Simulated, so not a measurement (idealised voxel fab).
Process module name: voxel quadruple lines
cross-section cut | 275 nm wide | cells 5 nm
Throughout this document, each cross-section is represented as a grid of square cells and is presented as a sequence of bands enumerated from the top downward, where a band comprises one or more rows of cells.
Basically the band line says how high the top is and how high the bottom is, in nm, and then what's in it from left to right, every material with its width in nm. Empty space shows up as "blank", and if a single material carries "all across" it runs the full band edge to edge.
Measure heights from 0. That's the level where, below it, the as-received wafer is all one material. The lowest band is bottomless and extends downward; write it as in "0..down".
Graded width ("30->40"): value in top row of band = first number; value in bottom row = second number; row-to-row change constant.
The cross-section has no changed cell in any step marked "no alteration".
The entry "Cavities, closed" lists the empty spaces that cover at least 8 cells and have no open path to the top. Each is written as width x height at distance, where the distance is measured from the left edge and all three values are in nm.
Past the settings on a step's line: simulator remark, on that step.
overlay nm: how far to the right of its planned place the mask lay on this masked step (negative: to the left).
The steps planned for the process are as follows
1,RECEIVE with material Si
2,CONFORMAL_DEP with material SiO2, thk nm 10
3,DIRECTIONAL_DEP with material Ru, thk nm 10
4,DIRECTIONAL_DEP with material polySi, thk nm 15
5,DIRECTIONAL_DEP with material aC, thk nm 25
6,PATTERN with tone cover, mask id MANDREL, material resist, width nm 25, thk nm 35, overlay nm 0
7,DIRECTIONAL_ETCH with etch materials aC, depth nm 25
8,STRIP with etch materials resist
9,CONFORMAL_DEP with material SiO2, thk nm 15
10,DIRECTIONAL_ETCH with etch materials SiO2, depth nm 15
11,STRIP with etch materials aC
12,DIRECTIONAL_ETCH with etch materials polySi, depth nm 15
13,STRIP with etch materials SiO2
14,CONFORMAL_DEP with material SiCN, thk nm 5
15,DIRECTIONAL_ETCH with etch materials SiCN, depth nm 5
16,STRIP with etch materials polySi
17,DIRECTIONAL_ETCH with etch materials Ru, depth nm 10
18,STRIP with etch materials SiCN
Cross-section of the wafer at receipt, which is the condition after step 1
- 0..down  Si all across
- Cavities, closed: none
End-of-module cross-section of the first of two wafers, processed as planned
- 20..10  blank (105); Ru (5); blank (15); Ru (5); blank (15); Ru (5); blank (15); Ru (5); blank (105)
- 10..0  SiO2 all across
- 0..down  Si all across
- Cavities, closed: none
So this is wafer number two of the two, cut at the end of the module - it started where the first did and had the same plan, we just got one thing wrong running it
- 20..10  blank (95); Ru (5); blank (15); Ru (5); blank (15); Ru (5); blank (15); Ru (5); blank (115)
- 10..0  SiO2 all across
- 0..down  Si all across
- Cavities, closed: none
Diagnosis: planned and actual differ for step 6; actual: PATTERN with tone cover, mask id MANDREL, material resist, width nm 25, thk nm 35, overlay nm -10
So at the finish, the second wafer's got exactly as many cells of each material as the first, just not in the same spots.
